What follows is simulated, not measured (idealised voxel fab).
Process module under the name voxel released beams
The cross-section on display is named cut; it measures 175 nm wide, and its cells are 5 nm squares.
Throughout this document, each cross-section is represented as a grid of square cells and is presented as a sequence of bands enumerated from the top downward, where a band comprises one or more rows of cells.
Top, bottom (nm), then materials left to right with widths (nm); lone material tagged "all across" fills the whole band edge to edge; "empty" = empty space.
The reference from which all heights are counted is 0, the level beneath which the as-received wafer is entirely one material; the lowest band, having no lower bound, proceeds downward and is written after the example "0 down".
The expression "30->40" gives the width at the extremes of the band, the first number at its top row of cells and the second at its bottom row, with the width changing by equal amounts from each row to the next in between.
The cross-section has no changed cell in any step marked "no modifications".
"Cavities, closed" specifies each empty space that is not open to the top and that occupies no fewer than 8 cells, using the form width x height at distance, the distance measured from the left edge and all three quantities in nm.
The remark found on a step's line after its settings is issued by the simulator itself and pertains to that step.
A step line may carry the setting "overlay nm", which, for steps involving a mask, states the distance by which the mask lay to the right of its intended position; negative values denote displacement to the left.

THE PLANNED PROCESS STEPS ARE ENUMERATED HEREUNDER
1,RECEIVE: material Si
2,CONFORMAL_DEP: material SiN, thk nm 10
3,DIRECTIONAL_DEP: material SiO2, thk nm 20
4,MASKED_ETCH: tone open, mask id ANCHOR, width nm 35, etch materials SiO2, depth nm 20, overlay nm 0
5,CONFORMAL_DEP: material W, thk nm 10
6,MASKED_ETCH: tone cover, mask id BEAM, width nm 110, etch materials W, depth nm 10, overlay nm 0
7,STRIP: etch materials SiO2

THE FIRST OF THE TWO WAFERS, WHICH RAN AS PLANNED

AS-RECEIVED STATE OF THE WAFER IN CROSS-SECTION, EQUIVALENT TO POST-STEP 1
- 0 down  Si all across
- Cavities, closed: none

CROSS-SECTION OF THE WAFER SUBSEQUENT TO STEP 2
- 10 to 0  SiN all across
- Below 0, the layers are the same as they were.

CROSS-SECTION OF THE WAFER SUBSEQUENT TO STEP 3
- 30 to 10  SiO2 all across
- Below 10, the layers are the same as they were.

CROSS-SECTION OF THE WAFER SUBSEQUENT TO STEP 4
- 30 to 10  SiO2 35, empty 35, SiO2 105
- Below 10, the layers are the same as they were.

CROSS-SECTION OF THE WAFER SUBSEQUENT TO STEP 5
- 40 to 30  W 45, empty 15, W 115
- 30 to 20  SiO2 35, W 10, empty 15, W 10, SiO2 105
- 20 to 10  SiO2 35, W 35, SiO2 105
- Below 10, the layers are the same as they were.

CROSS-SECTION OF THE WAFER SUBSEQUENT TO STEP 6
- 40 to 30  empty 30, W 15, empty 15, W 80, empty 35
- Below 30, the layers are the same as they were.

CROSS-SECTION OF THE WAFER SUBSEQUENT TO STEP 7
- 40 to 30  empty 30, W 15, empty 15, W 80, empty 35
- 30 to 20  empty 35, W 10, empty 15, W 10, empty 105
- 20 to 10  empty 35, W 35, empty 105
- Below 10, the layers are the same as they were.

WAFER TWO. IDENTICAL START, IDENTICAL PLAN. ONE MISTAKE IN EXECUTION. IDENTICAL HISTORY THROUGH STEP 1

CROSS-SECTION OF THE SECOND WAFER CORRESPONDING TO THE PLANNED CONCLUSION OF STEP 2
- 15 to 0  SiN all across
- Below 0, the layers are the same as they were.

CROSS-SECTION OF THE SECOND WAFER CORRESPONDING TO THE PLANNED CONCLUSION OF STEP 3
- 35 to 15  SiO2 all across
- Below 15, the layers are the same as they were.

CROSS-SECTION OF THE SECOND WAFER CORRESPONDING TO THE PLANNED CONCLUSION OF STEP 4
- 35 to 15  SiO2 35, empty 35, SiO2 105
- Below 15, the layers are the same as they were.

CROSS-SECTION OF THE SECOND WAFER CORRESPONDING TO THE PLANNED CONCLUSION OF STEP 5
- 45 to 35  W 45, empty 15, W 115
- 35 to 25  SiO2 35, W 10, empty 15, W 10, SiO2 105
- 25 to 15  SiO2 35, W 35, SiO2 105
- Below 15, the layers are the same as they were.

CROSS-SECTION OF THE SECOND WAFER CORRESPONDING TO THE PLANNED CONCLUSION OF STEP 6
- 45 to 35  empty 30, W 15, empty 15, W 80, empty 35
- Below 35, the layers are the same as they were.

CROSS-SECTION OF THE SECOND WAFER CORRESPONDING TO THE PLANNED CONCLUSION OF STEP 7
- 45 to 35  empty 30, W 15, empty 15, W 80, empty 35
- 35 to 25  empty 35, W 10, empty 15, W 10, empty 105
- 25 to 15  empty 35, W 35, empty 105
- Below 15, the layers are the same as they were.
Nonconformance to the process plan: step 2 was not run as planned; what actually ran was CONFORMAL_DEP: material SiN, thk nm 15
Wafer comparison, final, in cells, second relative to first, materials more or fewer: +35 SiN
